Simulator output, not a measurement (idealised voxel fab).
Name of the process module below: voxel self aligned vias
150 nm wide, 5 nm square cells: that's cross-section cut.
A cross-section is a grid of square cells, given in bands from the top down. A band is one or more rows of cells. Heads up on the band format: heights come first, top then bottom, in nm. After that it's the materials left to right, each with its width in nm. A single material flagged "throughout" fills the whole band edge to edge, and "air" means there's empty space there. Below 0: as-received wafer, all one material; heights counted from there. Lowest band: no bottom, goes on down, written "z 0 and below". Quick explanation for "30->40": the width changes in equal steps down the rows of cells, from the first number in the band's top row to the second number in its bottom row. Given "remained the same" for a step, no cell of the cross-section differs between before and after that step. Heads up: "Non-vented voids" only lists the empty pockets with no open path to the top that are 8 cells or more, and it writes them as width x height at distance, distance from the left edge, in nm. Text after the settings on a step's line: the simulator's own remark on that step. On any step carrying a mask, the "overlay nm" setting, if present on the step's line, tells how far right of its planned place the mask lay; negative values point to the left.

# So here's the lineup of process steps we planned
- 1: RECEIVE (material Si)
- 2: CONFORMAL_DEP (material SiO2; thk nm 10)
- 3: CONFORMAL_DEP (material SiCN; thk nm 5)
- 4: DIRECTIONAL_DEP (material lowk; thk nm 20)
- 5: DIRECTIONAL_DEP (material aC; thk nm 15)
- 6: PATTERN (tone open; mask id LINES; material resist; width nm 30; pitch nm 65; thk nm 30; overlay nm 0)
- 7: DIRECTIONAL_ETCH (etch materials aC; depth nm 15)
- 8: STRIP (etch materials resist)
- 9: DIRECTIONAL_ETCH (etch materials lowk; depth nm 20)
- 10: STRIP (etch materials aC)
- 11: CONFORMAL_DEP (material TiN; thk nm 5)
- 12: FILL_DEP (material Ru; thk nm 10)
- 13: CMP (height nm 35)
- 14: SELECTIVE_ETCH (etch materials W Ru TiN; depth nm 10)
- 15: FILL_DEP (material SiN; thk nm 10)
- 16: CMP (height nm 35)
- 17: DIRECTIONAL_DEP (material lowk; thk nm 20)
- 18: PATTERN (tone open; mask id VIAS; material resist; width nm 40; thk nm 20; overlay nm 0)
- 19: DIRECTIONAL_ETCH (etch materials lowk; depth nm 20)
- 20: DIRECTIONAL_ETCH (etch materials SiN; depth nm 10)
- 21: STRIP (etch materials resist)
- 22: CONFORMAL_DEP (material TiN; thk nm 5)
- 23: FILL_DEP (material Ru; thk nm 10)
- 24: CMP (height nm 55)
- 25: CONFORMAL_DEP (material SiN; thk nm 5)

# First wafer out of two, processed as planned

# Cross-section: wafer on arrival = after step 1
- z 0 and below: Si throughout
- Non-vented voids: none

# Cross-sectional representation of the wafer at the conclusion of step 2
- z 10 to 0: SiO2 throughout
- Anything lower than 0 is untouched.

# Cross-sectional representation of the wafer at the conclusion of step 3
- z 15 to 10: SiCN throughout
- Anything lower than 10 is untouched.

# Cross-sectional representation of the wafer at the conclusion of step 4
- z 35 to 15: lowk throughout
- Anything lower than 15 is untouched.

# Cross-sectional representation of the wafer at the conclusion of step 5
- z 50 to 35: aC throughout
- Anything lower than 35 is untouched.

# Cross-sectional representation of the wafer at the conclusion of step 6
- z 80 to 50: 25 of resist  30 of air  35 of resist  30 of air  30 of resist
- Anything lower than 50 is untouched.

# Cross-sectional representation of the wafer at the conclusion of step 7
- z 65 to 50: 25 of resist  30 of air  35 of resist  30 of air  30 of resist
- z 50 to 35: 25 of aC  30 of air  35 of aC  30 of air  30 of aC
- Anything lower than 35 is untouched.

# Cross-sectional representation of the wafer at the conclusion of step 8
- z 50 to 35: 25 of aC  30 of air  35 of aC  30 of air  30 of aC
- Anything lower than 35 is untouched.

# Cross-sectional representation of the wafer at the conclusion of step 9
- z 50 to 35: 25 of aC  30 of air  35 of aC  30 of air  30 of aC
- z 35 to 15: 25 of lowk  30 of air  35 of lowk  30 of air  30 of lowk
- Anything lower than 15 is untouched.

# Cross-sectional representation of the wafer at the conclusion of step 10
- z 35 to 15: 25 of lowk  30 of air  35 of lowk  30 of air  30 of lowk
- Anything lower than 15 is untouched.

# Cross-sectional representation of the wafer at the conclusion of step 11
- z 40 to 35: 30 of TiN  20 of air  45 of TiN  20 of air  35 of TiN
- z 35 to 20: 25 of lowk  5 of TiN  20 of air  5 of TiN  35 of lowk  5 of TiN  20 of air  5 of TiN  30 of lowk
- z 20 to 15: 25 of lowk  30 of TiN  35 of lowk  30 of TiN  30 of lowk
- Anything lower than 15 is untouched.

# Cross-sectional representation of the wafer at the conclusion of step 12
- z 50 to 40: Ru throughout
- z 40 to 35: 30 of TiN  20 of Ru  45 of TiN  20 of Ru  35 of TiN
- z 35 to 20: 25 of lowk  5 of TiN  20 of Ru  5 of TiN  35 of lowk  5 of TiN  20 of Ru  5 of TiN  30 of lowk
- Anything lower than 20 is untouched.

# Cross-sectional representation of the wafer at the conclusion of step 13
- z 35 to 20: 25 of lowk  5 of TiN  20 of Ru  5 of TiN  35 of lowk  5 of TiN  20 of Ru  5 of TiN  30 of lowk
- Anything lower than 20 is untouched.

# Cross-sectional representation of the wafer at the conclusion of step 14
- z 35 to 25: 25 of lowk  30 of air  35 of lowk  30 of air  30 of lowk
- Anything lower than 25 is untouched.

# Cross-sectional representation of the wafer at the conclusion of step 15
- z 45 to 35: SiN throughout
- z 35 to 25: 25 of lowk  30 of SiN  35 of lowk  30 of SiN  30 of lowk
- Anything lower than 25 is untouched.

# Cross-sectional representation of the wafer at the conclusion of step 16
- z 35 to 25: 25 of lowk  30 of SiN  35 of lowk  30 of SiN  30 of lowk
- Anything lower than 25 is untouched.

# Cross-sectional representation of the wafer at the conclusion of step 17
- z 55 to 35: lowk throughout
- Anything lower than 35 is untouched.

# Cross-sectional representation of the wafer at the conclusion of step 18
- z 75 to 55: 20 of resist  40 of air  90 of resist
- Anything lower than 55 is untouched.

# Cross-sectional representation of the wafer at the conclusion of step 19
- z 75 to 55: 20 of resist  40 of air  90 of resist
- z 55 to 35: 20 of lowk  40 of air  90 of lowk
- Anything lower than 35 is untouched.

# Cross-sectional representation of the wafer at the conclusion of step 20
- z 75 to 55: 20 of resist  40 of air  90 of resist
- z 55 to 35: 20 of lowk  40 of air  90 of lowk
- z 35 to 25: 25 of lowk  30 of air  35 of lowk  30 of SiN  30 of lowk
- Anything lower than 25 is untouched.

# Cross-sectional representation of the wafer at the conclusion of step 21
- z 55 to 35: 20 of lowk  40 of air  90 of lowk
- Anything lower than 35 is untouched.

# Cross-sectional representation of the wafer at the conclusion of step 22
- z 60 to 55: 25 of TiN  30 of air  95 of TiN
- z 55 to 40: 20 of lowk  5 of TiN  30 of air  5 of TiN  90 of lowk
- z 40 to 35: 20 of lowk  10 of TiN  20 of air  10 of TiN  90 of lowk
- z 35 to 30: 25 of lowk  5 of TiN  20 of air  5 of TiN  35 of lowk  30 of SiN  30 of lowk
- z 30 to 25: 25 of lowk  30 of TiN  35 of lowk  30 of SiN  30 of lowk
- Anything lower than 25 is untouched.

# Cross-sectional representation of the wafer at the conclusion of step 23
- z 70 to 60: Ru throughout
- z 60 to 55: 25 of TiN  30 of Ru  95 of TiN
- z 55 to 40: 20 of lowk  5 of TiN  30 of Ru  5 of TiN  90 of lowk
- z 40 to 35: 20 of lowk  10 of TiN  20 of Ru  10 of TiN  90 of lowk
- z 35 to 30: 25 of lowk  5 of TiN  20 of Ru  5 of TiN  35 of lowk  30 of SiN  30 of lowk
- Anything lower than 30 is untouched.

# Cross-sectional representation of the wafer at the conclusion of step 24
- z 55 to 40: 20 of lowk  5 of TiN  30 of Ru  5 of TiN  90 of lowk
- Anything lower than 40 is untouched.

# Cross-sectional representation of the wafer at the conclusion of step 25
- z 60 to 55: SiN throughout
- Anything lower than 55 is untouched.

# Wafer two of the pair: same origin, same plan, one error during the run; identical to wafer one up to and including step 10

# Second wafer shown in cross-section at the time step 11 was slated to end
- z 40 to 20: 30 of lowk  20 of air  45 of lowk  20 of air  35 of lowk
- z 20 to 15: lowk throughout
- Anything lower than 15 is untouched.

# Second wafer shown in cross-section at the time step 12 was slated to end
- z 50 to 40: Ru throughout
- z 40 to 20: 30 of lowk  20 of Ru  45 of lowk  20 of Ru  35 of lowk
- Anything lower than 20 is untouched.

# Second wafer shown in cross-section at the time step 13 was slated to end
- z 35 to 20: 30 of lowk  20 of Ru  45 of lowk  20 of Ru  35 of lowk
- Anything lower than 20 is untouched.

# Second wafer shown in cross-section at the time step 14 was slated to end
- z 35 to 25: 30 of lowk  20 of air  45 of lowk  20 of air  35 of lowk
- Anything lower than 25 is untouched.

# Second wafer shown in cross-section at the time step 15 was slated to end
- z 45 to 35: SiN throughout
- z 35 to 25: 30 of lowk  20 of SiN  45 of lowk  20 of SiN  35 of lowk
- Anything lower than 25 is untouched.

# Second wafer shown in cross-section at the time step 16 was slated to end
- z 35 to 25: 30 of lowk  20 of SiN  45 of lowk  20 of SiN  35 of lowk
- Anything lower than 25 is untouched.

# Second wafer shown in cross-section at the time step 17 was slated to end
- z 55 to 35: lowk throughout
- Anything lower than 35 is untouched.

# Second wafer shown in cross-section at the time step 18 was slated to end
- z 75 to 55: 20 of resist  40 of air  90 of resist
- Anything lower than 55 is untouched.

# Second wafer shown in cross-section at the time step 19 was slated to end
- z 75 to 55: 20 of resist  40 of air  90 of resist
- z 55 to 35: 20 of lowk  40 of air  90 of lowk
- Anything lower than 35 is untouched.

# Second wafer shown in cross-section at the time step 20 was slated to end
- z 75 to 55: 20 of resist  40 of air  90 of resist
- z 55 to 35: 20 of lowk  40 of air  90 of lowk
- z 35 to 25: 30 of lowk  20 of air  45 of lowk  20 of SiN  35 of lowk
- Anything lower than 25 is untouched.

# Second wafer shown in cross-section at the time step 21 was slated to end
- z 55 to 35: 20 of lowk  40 of air  90 of lowk
- Anything lower than 35 is untouched.

# Second wafer shown in cross-section at the time step 22 was slated to end
- z 60 to 55: 25 of TiN  30 of air  95 of TiN
- z 55 to 40: 20 of lowk  5 of TiN  30 of air  5 of TiN  90 of lowk
- z 40 to 35: 20 of lowk  15 of TiN  10 of air  15 of TiN  90 of lowk
- z 35 to 30: 30 of lowk  5 of TiN  10 of air  5 of TiN  45 of lowk  20 of SiN  35 of lowk
- z 30 to 25: 30 of lowk  20 of TiN  45 of lowk  20 of SiN  35 of lowk
- Anything lower than 25 is untouched.

# Second wafer shown in cross-section at the time step 23 was slated to end
- z 70 to 60: Ru throughout
- z 60 to 55: 25 of TiN  30 of Ru  95 of TiN
- z 55 to 40: 20 of lowk  5 of TiN  30 of Ru  5 of TiN  90 of lowk
- z 40 to 35: 20 of lowk  15 of TiN  10 of Ru  15 of TiN  90 of lowk
- z 35 to 30: 30 of lowk  5 of TiN  10 of Ru  5 of TiN  45 of lowk  20 of SiN  35 of lowk
- Anything lower than 30 is untouched.

# Second wafer shown in cross-section at the time step 24 was slated to end
- z 55 to 40: 20 of lowk  5 of TiN  30 of Ru  5 of TiN  90 of lowk
- Anything lower than 40 is untouched.

# Second wafer shown in cross-section at the time step 25 was slated to end
- z 60 to 55: SiN throughout
- Anything lower than 55 is untouched.
Nonconformance to the process plan: step 11 ran differently from the plan; actual operation with settings: CONFORMAL_DEP (material lowk; thk nm 5)
In the final state, the cell counts of the second wafer exceed or fall short of those of the first for the following materials: 4 fewer of Ru | 4 fewer of SiN | 16 fewer of TiN | 24 more of lowk
